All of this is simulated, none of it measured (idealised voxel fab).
The name of this process module is voxel capacitor over wiring.
The figure presents cross-section cut, which has a width of 170 nm and is divided into square cells with an edge length of 5 nm.
Notation: cross-section as square-cell grid; stated in bands, top first, going down; one or more cell rows per band.
What a band's entry tells you: where the top is and where the bottom is, as heights in nm, and after that what lies inside, material by material from left to right, each with its width in nm. Empty space is written as the word "blank", and a single material marked with the word "throughout" occupies the band from edge to edge.
Heights are reckoned from 0. Under this level, the received wafer is all of one material. The bottommost band is open-ended downward, for example "0 down".
A width such as "30->40" changes by the same amount from each row of cells to the next, from the band's top row to its bottom row.
The designation "no modifications", where it is given for a processing step, indicates that no cell of the cross-section was altered in the course of that step.
Empty spaces counting at least 8 cells and having no open way to the top are listed in "Unvented voids". The notation width x height at distance is used for each, the distance being from the left edge and all three values in nm.
Step line, after settings: the simulator's comment on this step.
A step line may carry the setting "overlay nm", which, for steps involving a mask, states the distance by which the mask lay to the right of its intended position; negative values denote displacement to the left.
Layout of what follows: cross-section pairs, each bracketing one process step, the after cross-section shown only to the lowest band that changed, the step between and its settings noted under each pair. Pairs may originate in different runs of this module on the same starting wafer; a pair continues from the pair above only where its entry headed "Structure before processing" says so.
Structure before processing
* 75 to 65 | 40 blank; 65 TiN; 65 blank
* 65 to 60 | TiN throughout
* 60 to 55 | Al2O3 throughout
* 55 to 45 | TiN throughout
* 45 to 35 | 40 SiO2; 5 TiN; 5 Cu; 5 TiN; 115 SiO2
* 35 to 30 | 40 SiCN; 15 TiN; 115 SiCN
* 30 to 15 | 35 SiO2; 20 Ru; 60 SiO2; 20 Ru; 35 SiO2
* 15 to 10 | 35 SiO2; 20 TiN; 60 SiO2; 20 TiN; 35 SiO2
* 10 to 0 | SiO2 throughout
* 0 down | Si throughout
* Unvented voids: none
Cut View, Post-Step
* 95 to 75 | 35 blank; 75 resist; 60 blank
* 75 to 65 | 35 blank; 5 resist; 65 TiN; 5 resist; 60 blank
* For the remainder of the cross-section, below 65, there is no change.
* Unvented voids: none
Q: step between the cross-sections above? A: PATTERN (tone cover; mask id LOWER_PLATE; material resist; width nm 75; thk nm 20; overlay nm 0)
Structure before processing: same picture as after in the pair right above, so we don't repeat it.
Cut View, Post-Step
* 95 to 75 | 35 blank; 75 resist; 60 blank
* 75 to 65 | 35 blank; 5 resist; 65 TiN; 5 resist; 60 blank
* 65 to 60 | 35 blank; 75 TiN; 60 blank
* For the remainder of the cross-section, below 60, there is no change.
* Unvented voids: none
Q: step between the cross-sections above? A: DIRECTIONAL_ETCH (etch materials TiN; depth nm 10)
Structure before processing: same picture as after in the pair right above, so we don't repeat it.
Cut View, Post-Step
* 75 to 65 | 40 blank; 65 TiN; 65 blank
* For the remainder of the cross-section, below 65, there is no change.
* Unvented voids: none
Q: step between the cross-sections above? A: STRIP (etch materials resist)
Structure before processing: same picture as after in the pair right above, so we don't repeat it.
Cut View, Post-Step
* 90 to 75 | SiO2 throughout
* 75 to 65 | 40 SiO2; 65 TiN; 65 SiO2
* 65 to 60 | 35 SiO2; 75 TiN; 60 SiO2
* For the remainder of the cross-section, below 60, there is no change.
* Unvented voids: none
Q: step between the cross-sections above? A: FILL_DEP (material SiO2; thk nm 15)
Structure before processing: same picture as after in the pair right above, so we don't repeat it.
Cut View, Post-Step
* 80 to 75 | SiO2 throughout
* For the remainder of the cross-section, below 75, there is no change.
* Unvented voids: none
Q: step between the cross-sections above? A: CMP (height nm 80)
Structure before processing: same picture as after in the pair right above, so we don't repeat it.
Cut View, Post-Step
* 100 to 80 | 50 resist; 15 blank; 105 resist
* For the remainder of the cross-section, below 80, there is no change.
* Unvented voids: none
Q: step between the cross-sections above? A: PATTERN (tone open; mask id PLUG_2; material resist; width nm 15; thk nm 20; overlay nm 0)
Structure before processing: same picture as after in the pair right above, so we don't repeat it.
Cut View, Post-Step
* 100 to 80 | 50 resist; 15 blank; 105 resist
* 80 to 75 | 50 SiO2; 15 blank; 105 SiO2
* For the remainder of the cross-section, below 75, there is no change.
* Unvented voids: none
Q: step between the cross-sections above? A: DIRECTIONAL_ETCH (etch materials SiO2; depth nm 10)
Structure before processing: same picture as after in the pair right above, so we don't repeat it.
Cut View, Post-Step
* 80 to 75 | 50 SiO2; 15 blank; 105 SiO2
* For the remainder of the cross-section, below 75, there is no change.
* Unvented voids: none
Q: step between the cross-sections above? A: STRIP (etch materials resist)
Structure before processing: same picture as after in the pair right above, so we don't repeat it.
Cut View, Post-Step
* 85 to 80 | 55 TiN; 5 blank; 110 TiN
* 80 to 75 | 50 SiO2; 15 TiN; 105 SiO2
* For the remainder of the cross-section, below 75, there is no change.
* Unvented voids: none
Q: step between the cross-sections above? A: CONFORMAL_DEP (material TiN; thk nm 5)
Structure before processing: same picture as after in the pair right above, so we don't repeat it.
Cut View, Post-Step
* 95 to 85 | Ru throughout
* 85 to 80 | 55 TiN; 5 Ru; 110 TiN
* For the remainder of the cross-section, below 80, there is no change.
* Unvented voids: none
Q: step between the cross-sections above? A: FILL_DEP (material Ru; thk nm 10)
Structure before processing: same picture as after in the pair right above, so we don't repeat it.
Cut View, Post-Step
* 80 to 75 | 50 SiO2; 15 TiN; 105 SiO2
* For the remainder of the cross-section, below 75, there is no change.
* Unvented voids: none
Q: step between the cross-sections above? A: CMP (height nm 80)
Structure before processing: same picture as after in the pair right above, so we don't repeat it.
Cut View, Post-Step
* 85 to 80 | SiN throughout
* For the remainder of the cross-section, below 80, there is no change.
* Unvented voids: none
Q: step between the cross-sections above? A: CONFORMAL_DEP (material SiN; thk nm 5)
Structure before processing
* 30 to 15 | Ru throughout
* 15 to 10 | TiN throughout
* 10 to 0 | SiO2 throughout
* 0 down | Si throughout
* Unvented voids: none
Cut View, Post-Step
* 30 to 15 | 40 blank; 15 Ru; 65 blank; 15 Ru; 35 blank
* For the remainder of the cross-section, below 15, there is no change.
* Unvented voids: none
Q: step between the cross-sections above? A: MASKED_ETCH (tone cover; mask id METAL_1; width nm 15; pitch nm 80; etch materials Ru; depth nm 15; overlay nm 0)
Structure before processing: same picture as after in the pair right above, so we don't repeat it.
Cut View, Post-Step
* 30 to 15 | 40 blank; 15 Ru; 65 blank; 15 Ru; 35 blank
* 15 to 10 | 35 blank; 20 TiN; 60 blank; 20 TiN; 35 blank
* For the remainder of the cross-section, below 10, there is no change.
* Unvented voids: none
Q: step between the cross-sections above? A: MASKED_ETCH (tone cover; mask id METAL_1; width nm 20; pitch nm 80; etch materials TiN; depth nm 5; overlay nm 0)
Structure before processing: same picture as after in the pair right above, so we don't repeat it.
Cut View, Post-Step
* 35 to 30 | SiO2 throughout
* 30 to 15 | 40 SiO2; 15 Ru; 65 SiO2; 15 Ru; 35 SiO2
* 15 to 10 | 35 SiO2; 20 TiN; 60 SiO2; 20 TiN; 35 SiO2
* For the remainder of the cross-section, below 10, there is no change.
* Unvented voids: none
Q: step between the cross-sections above? A: FILL_DEP (material SiO2; thk nm 5)
Structure before processing: same picture as after in the pair right above, so we don't repeat it.
Cut View, Post-Step
* 30 to 15 | 40 SiO2; 15 Ru; 65 SiO2; 15 Ru; 35 SiO2
* For the remainder of the cross-section, below 15, there is no change.
* Unvented voids: none
Q: step between the cross-sections above? A: CMP (height nm 30)
Structure before processing: same picture as after in the pair right above, so we don't repeat it.
Cut View, Post-Step
* 35 to 30 | SiCN throughout
* For the remainder of the cross-section, below 30, there is no change.
* Unvented voids: none
Q: step between the cross-sections above? A: CONFORMAL_DEP (material SiCN; thk nm 5)
Structure before processing: same picture as after in the pair right above, so we don't repeat it.
Cut View, Post-Step
* 45 to 35 | SiO2 throughout
* For the remainder of the cross-section, below 35, there is no change.
* Unvented voids: none
Q: step between the cross-sections above? A: DIRECTIONAL_DEP (material SiO2; thk nm 10)
Structure before processing: same picture as after in the pair right above, so we don't repeat it.
Cut View, Post-Step
* 55 to 45 | aC throughout
* For the remainder of the cross-section, below 45, there is no change.
* Unvented voids: none
Q: step between the cross-sections above? A: DIRECTIONAL_DEP (material aC; thk nm 10)
Structure before processing: same picture as after in the pair right above, so we don't repeat it.
Cut View, Post-Step
* 80 to 55 | 40 resist; 15 blank; 115 resist
* For the remainder of the cross-section, below 55, there is no change.
* Unvented voids: none
Q: step between the cross-sections above? A: PATTERN (tone open; mask id PLUG_1; material resist; width nm 15; thk nm 25; overlay nm 0)
Structure before processing: same picture as after in the pair right above, so we don't repeat it.
Cut View, Post-Step
* 70 to 55 | 40 resist; 15 blank; 115 resist
* 55 to 45 | 40 aC; 15 blank; 115 aC
* For the remainder of the cross-section, below 45, there is no change.
* Unvented voids: none
Q: step between the cross-sections above? A: DIRECTIONAL_ETCH (etch materials aC; depth nm 10)
Structure before processing: same picture as after in the pair right above, so we don't repeat it.
Cut View, Post-Step
* 55 to 45 | 40 aC; 15 blank; 115 aC
* For the remainder of the cross-section, below 45, there is no change.
* Unvented voids: none
Q: step between the cross-sections above? A: STRIP (etch materials resist)
Structure before processing: same picture as after in the pair right above, so we don't repeat it.
Cut View, Post-Step
* 55 to 45 | 40 aC; 15 blank; 115 aC
* 45 to 35 | 40 SiO2; 15 blank; 115 SiO2
* For the remainder of the cross-section, below 35, there is no change.
* Unvented voids: none
Q: step between the cross-sections above? A: DIRECTIONAL_ETCH (etch materials SiO2; depth nm 10)
Structure before processing: same picture as after in the pair right above, so we don't repeat it.
Cut View, Post-Step
* 55 to 45 | 40 aC; 15 blank; 115 aC
* 45 to 35 | 40 SiO2; 15 blank; 115 SiO2
* 35 to 30 | 40 SiCN; 15 blank; 115 SiCN
* For the remainder of the cross-section, below 30, there is no change.
* Unvented voids: none
Q: step between the cross-sections above? A: DIRECTIONAL_ETCH (etch materials SiCN; depth nm 5)
Structure before processing: same picture as after in the pair right above, so we don't repeat it.
Cut View, Post-Step
* 45 to 35 | 40 SiO2; 15 blank; 115 SiO2
* For the remainder of the cross-section, below 35, there is no change.
* Unvented voids: none
Q: step between the cross-sections above? A: STRIP (etch materials aC)
Structure before processing: same picture as after in the pair right above, so we don't repeat it.
Cut View, Post-Step
* 50 to 45 | 45 TiN; 5 blank; 120 TiN
* 45 to 35 | 40 SiO2; 5 TiN; 5 blank; 5 TiN; 115 SiO2
* 35 to 30 | 40 SiCN; 15 TiN; 115 SiCN
* For the remainder of the cross-section, below 30, there is no change.
* Unvented voids: none
Q: step between the cross-sections above? A: CONFORMAL_DEP (material TiN; thk nm 5)
Structure before processing: same picture as after in the pair right above, so we don't repeat it.
Cut View, Post-Step
* 55 to 50 | Cu throughout
* 50 to 45 | 45 TiN; 5 Cu; 120 TiN
* 45 to 35 | 40 SiO2; 5 TiN; 5 Cu; 5 TiN; 115 SiO2
* For the remainder of the cross-section, below 35, there is no change.
* Unvented voids: none
Q: step between the cross-sections above? A: FILL_DEP (material Cu; thk nm 5)
Structure before processing: same picture as after in the pair right above, so we don't repeat it.
Cut View, Post-Step
* 45 to 35 | 40 SiO2; 5 TiN; 5 Cu; 5 TiN; 115 SiO2
* For the remainder of the cross-section, below 35, there is no change.
* Unvented voids: none
Q: step between the cross-sections above? A: CMP (height nm 45)
Structure before processing: same picture as after in the pair right above, so we don't repeat it.
Cut View, Post-Step
* 55 to 45 | TiN throughout
* For the remainder of the cross-section, below 45, there is no change.
* Unvented voids: none
Q: step between the cross-sections above? A: DIRECTIONAL_DEP (material TiN; thk nm 10)
Structure before processing: same picture as after in the pair right above, so we don't repeat it.
Cut View, Post-Step
* 60 to 55 | Al2O3 throughout
* For the remainder of the cross-section, below 55, there is no change.
* Unvented voids: none
Q: step between the cross-sections above? A: DIRECTIONAL_DEP (material Al2O3; thk nm 5)
Structure before processing: same picture as after in the pair right above, so we don't repeat it.
Cut View, Post-Step
* 70 to 60 | TiN throughout
* For the remainder of the cross-section, below 60, there is no change.
* Unvented voids: none
Q: step between the cross-sections above? A: DIRECTIONAL_DEP (material TiN; thk nm 10)
Structure before processing: same picture as after in the pair right above, so we don't repeat it.
Cut View, Post-Step
* 70 to 60 | 40 blank; 65 TiN; 65 blank
* For the remainder of the cross-section, below 60, there is no change.
* Unvented voids: none
Q: step between the cross-sections above? A: MASKED_ETCH (tone cover; mask id UPPER_PLATE; width nm 65; etch materials TiN; depth nm 10; overlay nm 0)
Structure before processing: same picture as after in the pair right above, so we don't repeat it.
Cut View, Post-Step
* 70 to 60 | 40 blank; 65 TiN; 65 blank
* 60 to 55 | 40 blank; 65 Al2O3; 65 blank
* For the remainder of the cross-section, below 55, there is no change.
* Unvented voids: none
Q: step between the cross-sections above? A: MASKED_ETCH (tone cover; mask id UPPER_PLATE; width nm 65; etch materials Al2O3; depth nm 5; overlay nm 0)
Structure before processing: same picture as after in the pair right above, so we don't repeat it.
Cut View, Post-Step
* 90 to 70 | 35 blank; 75 resist; 60 blank
* 70 to 60 | 35 blank; 5 resist; 65 TiN; 5 resist; 60 blank
* 60 to 55 | 35 blank; 5 resist; 65 Al2O3; 5 resist; 60 blank
* For the remainder of the cross-section, below 55, there is no change.
* Unvented voids: none
Q: step between the cross-sections above? A: PATTERN (tone cover; mask id LOWER_PLATE; material resist; width nm 75; thk nm 20; overlay nm 0)
Structure before processing: same picture as after in the pair right above, so we don't repeat it.
Cut View, Post-Step
* 90 to 70 | 35 blank; 75 resist; 60 blank
* 70 to 60 | 35 blank; 5 resist; 65 TiN; 5 resist; 60 blank
* 60 to 55 | 35 blank; 5 resist; 65 Al2O3; 5 resist; 60 blank
* 55 to 45 | 35 blank; 75 TiN; 60 blank
* For the remainder of the cross-section, below 45, there is no change.
* Unvented voids: none
Q: step between the cross-sections above? A: DIRECTIONAL_ETCH (etch materials TiN; depth nm 10)
Structure before processing: same picture as after in the pair right above, so we don't repeat it.
Cut View, Post-Step
* 70 to 60 | 40 blank; 65 TiN; 65 blank
* 60 to 55 | 40 blank; 65 Al2O3; 65 blank
* For the remainder of the cross-section, below 55, there is no change.
* Unvented voids: none
Q: step between the cross-sections above? A: STRIP (etch materials resist)
Structure before processing: same picture as after in the pair right above, so we don't repeat it.
Cut View, Post-Step
* 85 to 70 | SiO2 throughout
* 70 to 60 | 40 SiO2; 65 TiN; 65 SiO2
* 60 to 55 | 40 SiO2; 65 Al2O3; 65 SiO2
* 55 to 45 | 35 SiO2; 75 TiN; 60 SiO2
* For the remainder of the cross-section, below 45, there is no change.
* Unvented voids: none
Q: step between the cross-sections above? A: FILL_DEP (material SiO2; thk nm 15)
Structure before processing: same picture as after in the pair right above, so we don't repeat it.
Cut View, Post-Step
* 80 to 70 | SiO2 throughout
* For the remainder of the cross-section, below 70, there is no change.
* Unvented voids: none
Q: step between the cross-sections above? A: CMP (height nm 80)
Structure before processing: same picture as after in the pair right above, so we don't repeat it.
Cut View, Post-Step
* 100 to 80 | 50 resist; 15 blank; 105 resist
* For the remainder of the cross-section, below 80, there is no change.
* Unvented voids: none
Q: step between the cross-sections above? A: PATTERN (tone open; mask id PLUG_2; material resist; width nm 15; thk nm 20; overlay nm 0)
Structure before processing: same picture as after in the pair right above, so we don't repeat it.
Cut View, Post-Step
* 100 to 80 | 50 resist; 15 blank; 105 resist
* 80 to 70 | 50 SiO2; 15 blank; 105 SiO2
* For the remainder of the cross-section, below 70, there is no change.
* Unvented voids: none
Q: step between the cross-sections above? A: DIRECTIONAL_ETCH (etch materials SiO2; depth nm 10)
Structure before processing: same picture as after in the pair right above, so we don't repeat it.
Cut View, Post-Step
* 80 to 70 | 50 SiO2; 15 blank; 105 SiO2
* For the remainder of the cross-section, below 70, there is no change.
* Unvented voids: none
Q: step between the cross-sections above? A: STRIP (etch materials resist)
Structure before processing: same picture as after in the pair right above, so we don't repeat it.
Cut View, Post-Step
* 85 to 80 | 55 TiN; 5 blank; 110 TiN
* 80 to 75 | 50 SiO2; 5 TiN; 5 blank; 5 TiN; 105 SiO2
* 75 to 70 | 50 SiO2; 15 TiN; 105 SiO2
* For the remainder of the cross-section, below 70, there is no change.
* Unvented voids: none
Q: step between the cross-sections above? A: CONFORMAL_DEP (material TiN; thk nm 5)
Structure before processing: same picture as after in the pair right above, so we don't repeat it.
Cut View, Post-Step
* 95 to 85 | Ru throughout
* 85 to 80 | 55 TiN; 5 Ru; 110 TiN
* 80 to 75 | 50 SiO2; 5 TiN; 5 Ru; 5 TiN; 105 SiO2
* For the remainder of the cross-section, below 75, there is no change.
* Unvented voids: none
Q: step between the cross-sections above? A: FILL_DEP (material Ru; thk nm 10)
Structure before processing: same picture as after in the pair right above, so we don't repeat it.
Cut View, Post-Step
* 80 to 75 | 50 SiO2; 5 TiN; 5 Ru; 5 TiN; 105 SiO2
* For the remainder of the cross-section, below 75, there is no change.
* Unvented voids: none
Q: step between the cross-sections above? A: CMP (height nm 80)
Structure before processing: same picture as after in the pair right above, so we don't repeat it.
Cut View, Post-Step
* 85 to 80 | SiN throughout
* For the remainder of the cross-section, below 80, there is no change.
* Unvented voids: none
Q: step between the cross-sections above? A: CONFORMAL_DEP (material SiN; thk nm 5)
Structure before processing
* 30 to 15 | 35 blank; 20 Ru; 60 blank; 20 Ru; 35 blank
* 15 to 10 | TiN throughout
* 10 to 0 | SiO2 throughout
* 0 down | Si throughout
* Unvented voids: none
Cut View, Post-Step
* 30 to 15 | 35 blank; 20 Ru; 60 blank; 20 Ru; 35 blank
* 15 to 10 | 25 blank; 30 TiN; 50 blank; 30 TiN; 35 blank
* For the remainder of the cross-section, below 10, there is no change.
* Unvented voids: none
Q: step between the cross-sections above? A: MASKED_ETCH (tone cover; mask id METAL_1; width nm 20; pitch nm 80; etch materials TiN; depth nm 5; overlay nm -10)
Structure before processing: same picture as after in the pair right above, so we don't repeat it.
Cut View, Post-Step
* 35 to 30 | SiO2 throughout
* 30 to 15 | 35 SiO2; 20 Ru; 60 SiO2; 20 Ru; 35 SiO2
* 15 to 10 | 25 SiO2; 30 TiN; 50 SiO2; 30 TiN; 35 SiO2
* For the remainder of the cross-section, below 10, there is no change.
* Unvented voids: none
Q: step between the cross-sections above? A: FILL_DEP (material SiO2; thk nm 5)
Structure before processing: same picture as after in the pair right above, so we don't repeat it.
Cut View, Post-Step
* 30 to 15 | 35 SiO2; 20 Ru; 60 SiO2; 20 Ru; 35 SiO2
* For the remainder of the cross-section, below 15, there is no change.
* Unvented voids: none
Q: step between the cross-sections above? A: CMP (height nm 30)
Structure before processing: same picture as after in the pair right above, so we don't repeat it.
Cut View, Post-Step
* 35 to 30 | SiCN throughout
* For the remainder of the cross-section, below 30, there is no change.
* Unvented voids: none
Q: step between the cross-sections above? A: CONFORMAL_DEP (material SiCN; thk nm 5)
Structure before processing: same picture as after in the pair right above, so we don't repeat it.
Cut View, Post-Step
* 45 to 35 | SiO2 throughout
* For the remainder of the cross-section, below 35, there is no change.
* Unvented voids: none
Q: step between the cross-sections above? A: DIRECTIONAL_DEP (material SiO2; thk nm 10)
Structure before processing: same picture as after in the pair right above, so we don't repeat it.
Cut View, Post-Step
* 55 to 45 | aC throughout
* For the remainder of the cross-section, below 45, there is no change.
* Unvented voids: none
Q: step between the cross-sections above? A: DIRECTIONAL_DEP (material aC; thk nm 10)
Structure before processing: same picture as after in the pair right above, so we don't repeat it.
Cut View, Post-Step
* 80 to 55 | 40 resist; 15 blank; 115 resist
* For the remainder of the cross-section, below 55, there is no change.
* Unvented voids: none
Q: step between the cross-sections above? A: PATTERN (tone open; mask id PLUG_1; material resist; width nm 15; thk nm 25; overlay nm 0)
Structure before processing: same picture as after in the pair right above, so we don't repeat it.
Cut View, Post-Step
* 70 to 55 | 40 resist; 15 blank; 115 resist
* 55 to 45 | 40 aC; 15 blank; 115 aC
* For the remainder of the cross-section, below 45, there is no change.
* Unvented voids: none
Q: step between the cross-sections above? A: DIRECTIONAL_ETCH (etch materials aC; depth nm 10)
Structure before processing: same picture as after in the pair right above, so we don't repeat it.
Cut View, Post-Step
* 55 to 45 | 40 aC; 15 blank; 115 aC
* For the remainder of the cross-section, below 45, there is no change.
* Unvented voids: none
Q: step between the cross-sections above? A: STRIP (etch materials resist)
Structure before processing: same picture as after in the pair right above, so we don't repeat it.
Cut View, Post-Step
* 55 to 45 | 40 aC; 15 blank; 115 aC
* 45 to 35 | 40 SiO2; 15 blank; 115 SiO2
* For the remainder of the cross-section, below 35, there is no change.
* Unvented voids: none
Q: step between the cross-sections above? A: DIRECTIONAL_ETCH (etch materials SiO2; depth nm 10)
Structure before processing: same picture as after in the pair right above, so we don't repeat it.
Cut View, Post-Step
* 55 to 45 | 40 aC; 15 blank; 115 aC
* 45 to 35 | 40 SiO2; 15 blank; 115 SiO2
* 35 to 30 | 40 SiCN; 15 blank; 115 SiCN
* For the remainder of the cross-section, below 30, there is no change.
* Unvented voids: none
Q: step between the cross-sections above? A: DIRECTIONAL_ETCH (etch materials SiCN; depth nm 5)
Structure before processing: same picture as after in the pair right above, so we don't repeat it.
Cut View, Post-Step
* 45 to 35 | 40 SiO2; 15 blank; 115 SiO2
* For the remainder of the cross-section, below 35, there is no change.
* Unvented voids: none
Q: step between the cross-sections above? A: STRIP (etch materials aC)
Structure before processing: same picture as after in the pair right above, so we don't repeat it.
Cut View, Post-Step
* 50 to 45 | 45 TiN; 5 blank; 120 TiN
* 45 to 35 | 40 SiO2; 5 TiN; 5 blank; 5 TiN; 115 SiO2
* 35 to 30 | 40 SiCN; 15 TiN; 115 SiCN
* For the remainder of the cross-section, below 30, there is no change.
* Unvented voids: none
Q: step between the cross-sections above? A: CONFORMAL_DEP (material TiN; thk nm 5)
Structure before processing: same picture as after in the pair right above, so we don't repeat it.
Cut View, Post-Step
* 55 to 50 | Cu throughout
* 50 to 45 | 45 TiN; 5 Cu; 120 TiN
* 45 to 35 | 40 SiO2; 5 TiN; 5 Cu; 5 TiN; 115 SiO2
* For the remainder of the cross-section, below 35, there is no change.
* Unvented voids: none
Q: step between the cross-sections above? A: FILL_DEP (material Cu; thk nm 5)
Structure before processing: same picture as after in the pair right above, so we don't repeat it.
Cut View, Post-Step
* 45 to 35 | 40 SiO2; 5 TiN; 5 Cu; 5 TiN; 115 SiO2
* For the remainder of the cross-section, below 35, there is no change.
* Unvented voids: none
Q: step between the cross-sections above? A: CMP (height nm 45)
Structure before processing: same picture as after in the pair right above, so we don't repeat it.
Cut View, Post-Step
* 55 to 45 | TiN throughout
* For the remainder of the cross-section, below 45, there is no change.
* Unvented voids: none
Q: step between the cross-sections above? A: DIRECTIONAL_DEP (material TiN; thk nm 10)
Structure before processing: same picture as after in the pair right above, so we don't repeat it.
Cut View, Post-Step
* 60 to 55 | Al2O3 throughout
* For the remainder of the cross-section, below 55, there is no change.
* Unvented voids: none
Q: step between the cross-sections above? A: DIRECTIONAL_DEP (material Al2O3; thk nm 5)
Structure before processing: same picture as after in the pair right above, so we don't repeat it.
Cut View, Post-Step
* 70 to 60 | TiN throughout
* For the remainder of the cross-section, below 60, there is no change.
* Unvented voids: none
Q: step between the cross-sections above? A: DIRECTIONAL_DEP (material TiN; thk nm 10)
Structure before processing: same picture as after in the pair right above, so we don't repeat it.
Cut View, Post-Step
* 70 to 60 | 40 blank; 65 TiN; 65 blank
* For the remainder of the cross-section, below 60, there is no change.
* Unvented voids: none
Q: step between the cross-sections above? A: MASKED_ETCH (tone cover; mask id UPPER_PLATE; width nm 65; etch materials TiN; depth nm 10; overlay nm 0)
Structure before processing: same picture as after in the pair right above, so we don't repeat it.
Cut View, Post-Step
* 70 to 60 | 40 blank; 65 TiN; 65 blank
* 60 to 55 | 40 blank; 65 Al2O3; 65 blank
* For the remainder of the cross-section, below 55, there is no change.
* Unvented voids: none
Q: step between the cross-sections above? A: MASKED_ETCH (tone cover; mask id UPPER_PLATE; width nm 65; etch materials Al2O3; depth nm 5; overlay nm 0)
Structure before processing: same picture as after in the pair right above, so we don't repeat it.
Cut View, Post-Step
* 90 to 70 | 35 blank; 75 resist; 60 blank
* 70 to 60 | 35 blank; 5 resist; 65 TiN; 5 resist; 60 blank
* 60 to 55 | 35 blank; 5 resist; 65 Al2O3; 5 resist; 60 blank
* For the remainder of the cross-section, below 55, there is no change.
* Unvented voids: none
Q: step between the cross-sections above? A: PATTERN (tone cover; mask id LOWER_PLATE; material resist; width nm 75; thk nm 20; overlay nm 0)
Structure before processing: same picture as after in the pair right above, so we don't repeat it.
Cut View, Post-Step
* 90 to 70 | 35 blank; 75 resist; 60 blank
* 70 to 60 | 35 blank; 5 resist; 65 TiN; 5 resist; 60 blank
* 60 to 55 | 35 blank; 5 resist; 65 Al2O3; 5 resist; 60 blank
* 55 to 45 | 35 blank; 75 TiN; 60 blank
* For the remainder of the cross-section, below 45, there is no change.
* Unvented voids: none
Q: step between the cross-sections above? A: DIRECTIONAL_ETCH (etch materials TiN; depth nm 10)
Structure before processing: same picture as after in the pair right above, so we don't repeat it.
Cut View, Post-Step
* 70 to 60 | 40 blank; 65 TiN; 65 blank
* 60 to 55 | 40 blank; 65 Al2O3; 65 blank
* For the remainder of the cross-section, below 55, there is no change.
* Unvented voids: none
Q: step between the cross-sections above? A: STRIP (etch materials resist)
Structure before processing: same picture as after in the pair right above, so we don't repeat it.
Cut View, Post-Step
* 85 to 70 | SiO2 throughout
* 70 to 60 | 40 SiO2; 65 TiN; 65 SiO2
* 60 to 55 | 40 SiO2; 65 Al2O3; 65 SiO2
* 55 to 45 | 35 SiO2; 75 TiN; 60 SiO2
* For the remainder of the cross-section, below 45, there is no change.
* Unvented voids: none
Q: step between the cross-sections above? A: FILL_DEP (material SiO2; thk nm 15)
Structure before processing: same picture as after in the pair right above, so we don't repeat it.
Cut View, Post-Step
* 80 to 70 | SiO2 throughout
* For the remainder of the cross-section, below 70, there is no change.
* Unvented voids: none
Q: step between the cross-sections above? A: CMP (height nm 80)
Structure before processing: same picture as after in the pair right above, so we don't repeat it.
Cut View, Post-Step
* 100 to 80 | 50 resist; 15 blank; 105 resist
* For the remainder of the cross-section, below 80, there is no change.
* Unvented voids: none
Q: step between the cross-sections above? A: PATTERN (tone open; mask id PLUG_2; material resist; width nm 15; thk nm 20; overlay nm 0)
Structure before processing: same picture as after in the pair right above, so we don't repeat it.
Cut View, Post-Step
* 100 to 80 | 50 resist; 15 blank; 105 resist
* 80 to 70 | 50 SiO2; 15 blank; 105 SiO2
* For the remainder of the cross-section, below 70, there is no change.
* Unvented voids: none
Q: step between the cross-sections above? A: DIRECTIONAL_ETCH (etch materials SiO2; depth nm 10)
Structure before processing: same picture as after in the pair right above, so we don't repeat it.
Cut View, Post-Step
* 80 to 70 | 50 SiO2; 15 blank; 105 SiO2
* For the remainder of the cross-section, below 70, there is no change.
* Unvented voids: none
Q: step between the cross-sections above? A: STRIP (etch materials resist)
Structure before processing: same picture as after in the pair right above, so we don't repeat it.
Cut View, Post-Step
* 85 to 80 | 55 TiN; 5 blank; 110 TiN
* 80 to 75 | 50 SiO2; 5 TiN; 5 blank; 5 TiN; 105 SiO2
* 75 to 70 | 50 SiO2; 15 TiN; 105 SiO2
* For the remainder of the cross-section, below 70, there is no change.
* Unvented voids: none
Q: step between the cross-sections above? A: CONFORMAL_DEP (material TiN; thk nm 5)
Structure before processing: same picture as after in the pair right above, so we don't repeat it.
Cut View, Post-Step
* 95 to 85 | Ru throughout
* 85 to 80 | 55 TiN; 5 Ru; 110 TiN
* 80 to 75 | 50 SiO2; 5 TiN; 5 Ru; 5 TiN; 105 SiO2
* For the remainder of the cross-section, below 75, there is no change.
* Unvented voids: none
Q: step between the cross-sections above? A: FILL_DEP (material Ru; thk nm 10)
Structure before processing: same picture as after in the pair right above, so we don't repeat it.
Cut View, Post-Step
* 80 to 75 | 50 SiO2; 5 TiN; 5 Ru; 5 TiN; 105 SiO2
* For the remainder of the cross-section, below 75, there is no change.
* Unvented voids: none
Q: step between the cross-sections above? A: CMP (height nm 80)
Structure before processing: same picture as after in the pair right above, so we don't repeat it.
Cut View, Post-Step
* 85 to 80 | SiN throughout
* For the remainder of the cross-section, below 80, there is no change.
* Unvented voids: none
Q: step between the cross-sections above? A: CONFORMAL_DEP (material SiN; thk nm 5)
Structure before processing
* 0 down | Si throughout
* Unvented voids: none
Cut View, Post-Step
* 10 to 0 | Cu throughout
* For the remainder of the cross-section, below 0, there is no change.
* Unvented voids: none
Q: step between the cross-sections above? A: CONFORMAL_DEP (material Cu; thk nm 10)
Structure before processing: same picture as after in the pair right above, so we don't repeat it.
Cut View, Post-Step
* 15 to 10 | TiN throughout
* For the remainder of the cross-section, below 10, there is no change.
* Unvented voids: none
Q: step between the cross-sections above? A: DIRECTIONAL_DEP (material TiN; thk nm 5)
Structure before processing: same picture as after in the pair right above, so we don't repeat it.
Cut View, Post-Step
* 30 to 15 | Ru throughout
* For the remainder of the cross-section, below 15, there is no change.
* Unvented voids: none
Q: step between the cross-sections above? A: DIRECTIONAL_DEP (material Ru; thk nm 15)
Structure before processing: same picture as after in the pair right above, so we don't repeat it.
Cut View, Post-Step
* 30 to 15 | 35 blank; 20 Ru; 60 blank; 20 Ru; 35 blank
* For the remainder of the cross-section, below 15, there is no change.
* Unvented voids: none
Q: step between the cross-sections above? A: MASKED_ETCH (tone cover; mask id METAL_1; width nm 20; pitch nm 80; etch materials Ru; depth nm 15; overlay nm 0)
Structure before processing: same picture as after in the pair right above, so we don't repeat it.
Cut View, Post-Step
* 30 to 15 | 35 blank; 20 Ru; 60 blank; 20 Ru; 35 blank
* 15 to 10 | 35 blank; 20 TiN; 60 blank; 20 TiN; 35 blank
* For the remainder of the cross-section, below 10, there is no change.
* Unvented voids: none
Q: step between the cross-sections above? A: MASKED_ETCH (tone cover; mask id METAL_1; width nm 20; pitch nm 80; etch materials TiN; depth nm 5; overlay nm 0)
Structure before processing: same picture as after in the pair right above, so we don't repeat it.
Cut View, Post-Step
* 35 to 30 | SiO2 throughout
* 30 to 15 | 35 SiO2; 20 Ru; 60 SiO2; 20 Ru; 35 SiO2
* 15 to 10 | 35 SiO2; 20 TiN; 60 SiO2; 20 TiN; 35 SiO2
* For the remainder of the cross-section, below 10, there is no change.
* Unvented voids: none
Q: step between the cross-sections above? A: FILL_DEP (material SiO2; thk nm 5)
Structure before processing: same picture as after in the pair right above, so we don't repeat it.
Cut View, Post-Step
* 30 to 15 | 35 SiO2; 20 Ru; 60 SiO2; 20 Ru; 35 SiO2
* For the remainder of the cross-section, below 15, there is no change.
* Unvented voids: none
Q: step between the cross-sections above? A: CMP (height nm 30)
